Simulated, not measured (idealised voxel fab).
process module | voxel transistor to metal
cross-section cut | 160 nm wide | cells 5 nm
A cross-section is a grid of square cells, given in bands from the top down. A band is one or more rows of cells.
Each band's line starts with the height of the band's top and of its bottom, in nm. Then come its materials from left to right, each with its width in nm. One material with "throughout" fills the band from edge to edge. "air" is empty space.
Height 0 is the level under which the wafer as received is all one material. The lowest band goes on downwards, as in "0 down".
A width such as "30 to 40" changes by the same amount from each row of cells to the next, from the band's top row to its bottom row.
"no change" after a step means that no cell of the cross-section changed.
closed voids: empty space of 8 cells or more with no open way to the top, each as width x height at its distance from the left edge, in nm
after a step's settings: what the simulator itself notes on the step
overlay nm, on a step with a mask: how far to the right of its planned place the mask lay; to the left if negative
plan
1 op RECEIVE | material Si
2 op OXIDIZE | depth nm 5
3 op CONFORMAL_DEP | material SiN | thk nm 15
4 op DIRECTIONAL_DEP | material aC | thk nm 10
5 op PATTERN | tone cover | mask id ACTIVE | material resist | width nm 125 | thk nm 30 | overlay nm 0
6 op DIRECTIONAL_ETCH | etch materials aC | depth nm 10
7 op STRIP | etch materials resist
8 op DIRECTIONAL_ETCH | etch materials SiN | depth nm 15
9 op DIRECTIONAL_ETCH | etch materials SiO2 | depth nm 5
10 op DIRECTIONAL_ETCH | etch materials Si | depth nm 30
11 op STRIP | etch materials aC
12 op OXIDIZE | depth nm 5
13 op FILL_DEP | material SiO2 | thk nm 15
14 op CMP | height nm 15
15 op SELECTIVE_ETCH | etch materials SiO2 | depth nm 10
16 op STRIP | etch materials SiN
17 op SELECTIVE_ETCH | etch materials SiO2 | depth nm 5
18 op OXIDIZE | depth nm 5
19 op DIRECTIONAL_DEP | material polySi | thk nm 20
20 op DIRECTIONAL_DEP | material SiCN | thk nm 10
21 op DIRECTIONAL_DEP | material aC | thk nm 10
22 op PATTERN | tone cover | mask id GATE | material resist | width nm 25 | thk nm 30 | overlay nm 0
23 op DIRECTIONAL_ETCH | etch materials aC | depth nm 10
24 op STRIP | etch materials resist
25 op DIRECTIONAL_ETCH | etch materials SiCN | depth nm 20
26 op DIRECTIONAL_ETCH | etch materials polySi | depth nm 30
27 op STRIP | etch materials aC
28 op CONFORMAL_DEP | material SiO2 | thk nm 5
29 op DIRECTIONAL_ETCH | etch materials SiO2 | depth nm 5
30 op CONFORMAL_DEP | material SiN | thk nm 5
31 op DIRECTIONAL_ETCH | etch materials SiN | depth nm 5
32 op DIRECTIONAL_ETCH | etch materials SiO2 | depth nm 5
33 op DIRECTIONAL_ETCH | etch materials Si | depth nm 5
34 op EPI | material nSi | thk nm 5
35 op FILL_DEP | material SiO2 | thk nm 10
36 op CMP | height nm 25
37 op DIRECTIONAL_DEP | material SiO2 | thk nm 15
38 op MASKED_ETCH | tone open | mask id CONTACT | width nm 20 | pitch nm 85 | etch materials SiO2 | depth nm 50 | overlay nm 0
39 op CONFORMAL_DEP | material TiN | thk nm 5
40 op FILL_DEP | material Ru | thk nm 5
41 op CMP | height nm 40
42 op DIRECTIONAL_DEP | material TiN | thk nm 5
43 op DIRECTIONAL_DEP | material Ru | thk nm 20
44 op PATTERN | tone cover | mask id METAL_1 | material resist | width nm 20 | pitch nm 85 | thk nm 20 | overlay nm 0
45 op DIRECTIONAL_ETCH | etch materials Ru | depth nm 20
46 op DIRECTIONAL_ETCH | etch materials TiN | depth nm 5
47 op STRIP | etch materials resist
48 op CONFORMAL_DEP | material SiN | thk nm 5
49 op FILL_DEP | material SiO2 | thk nm 10
50 op CMP | height nm 65
51 op CONFORMAL_DEP | material SiCN | thk nm 5
as received, after step 1
  0 down: Si throughout
  closed voids: none
first wafer at the end, as planned
  70 to 65: SiCN throughout
  65 to 45: SiO2 20 | SiN 5 | Ru 20 | SiN 5 | SiO2 55 | SiN 5 | Ru 20 | SiN 5 | SiO2 25
  45 to 40: SiN 25 | TiN 20 | SiN 65 | TiN 20 | SiN 30
  40 to 25: SiO2 25 | TiN 5 | Ru 10 | TiN 5 | SiO2 65 | TiN 5 | Ru 10 | TiN 5 | SiO2 30
  25 to 15: SiO2 25 | TiN 5 | Ru 10 | TiN 5 | SiO2 10 | SiN 5 | SiO2 5 | SiCN 25 | SiO2 5 | SiN 5 | SiO2 10 | TiN 5 | Ru 10 | TiN 5 | SiO2 30
  15 to 0: SiO2 25 | TiN 5 | Ru 10 | TiN 5 | SiO2 10 | SiN 5 | SiO2 5 | polySi 25 | SiO2 5 | SiN 5 | SiO2 10 | TiN 5 | Ru 10 | TiN 5 | SiO2 30
  0 to -5: SiO2 15 | SiN 5 | SiO2 5 | TiN 5 | Ru 10 | TiN 5 | SiO2 10 | SiN 5 | SiO2 5 | polySi 25 | SiO2 5 | SiN 5 | SiO2 10 | TiN 5 | Ru 10 | TiN 5 | SiO2 5 | SiN 5 | SiO2 20
  -5 to -10: SiO2 25 | TiN 20 | SiO2 5 | nSi 5 | SiO2 45 | nSi 5 | SiO2 5 | TiN 20 | SiO2 30
  -10 to -15: SiO2 20 | nSi 35 | Si 45 | nSi 35 | SiO2 25
  -15 to -40: SiO2 20 | Si 115 | SiO2 25
  -40 down: Si throughout
  closed voids: none
second wafer at the end: like start, like plan, one mistake
  70 to 65: SiCN throughout
  65 to 45: SiO2 20 | SiN 5 | Ru 20 | SiN 5 | SiO2 55 | SiN 5 | Ru 20 | SiN 5 | SiO2 25
  45 to 40: SiN 25 | TiN 20 | SiN 65 | TiN 20 | SiN 30
  40 to 25: SiO2 25 | TiN 5 | Ru 10 | TiN 5 | SiO2 65 | TiN 5 | Ru 10 | TiN 5 | SiO2 30
  25 to 20: SiO2 25 | TiN 5 | Ru 10 | TiN 5 | SiO2 10 | SiN 5 | SiO2 5 | polySi 25 | SiO2 5 | SiN 5 | SiO2 10 | TiN 5 | Ru 10 | TiN 5 | SiO2 30
  20 to 15: SiO2 25 | TiN 20 | SiO2 10 | SiN 5 | SiO2 5 | polySi 25 | SiO2 5 | SiN 5 | SiO2 10 | TiN 20 | SiO2 30
  15 to 0: SiO2 15 | SiN 125 | SiO2 20
  0 to -5: SiO2 throughout
  -5 to -40: SiO2 20 | Si 115 | SiO2 25
  -40 down: Si throughout
  closed voids: none
what went wrong: step 14 was left out
at the end the second wafer has, in cells: 20 fewer of Ru | 37 more of Si | 10 fewer of SiCN | 65 more of SiN | 26 fewer of SiO2 | 20 fewer of TiN | 16 fewer of nSi | 10 fewer of polySi
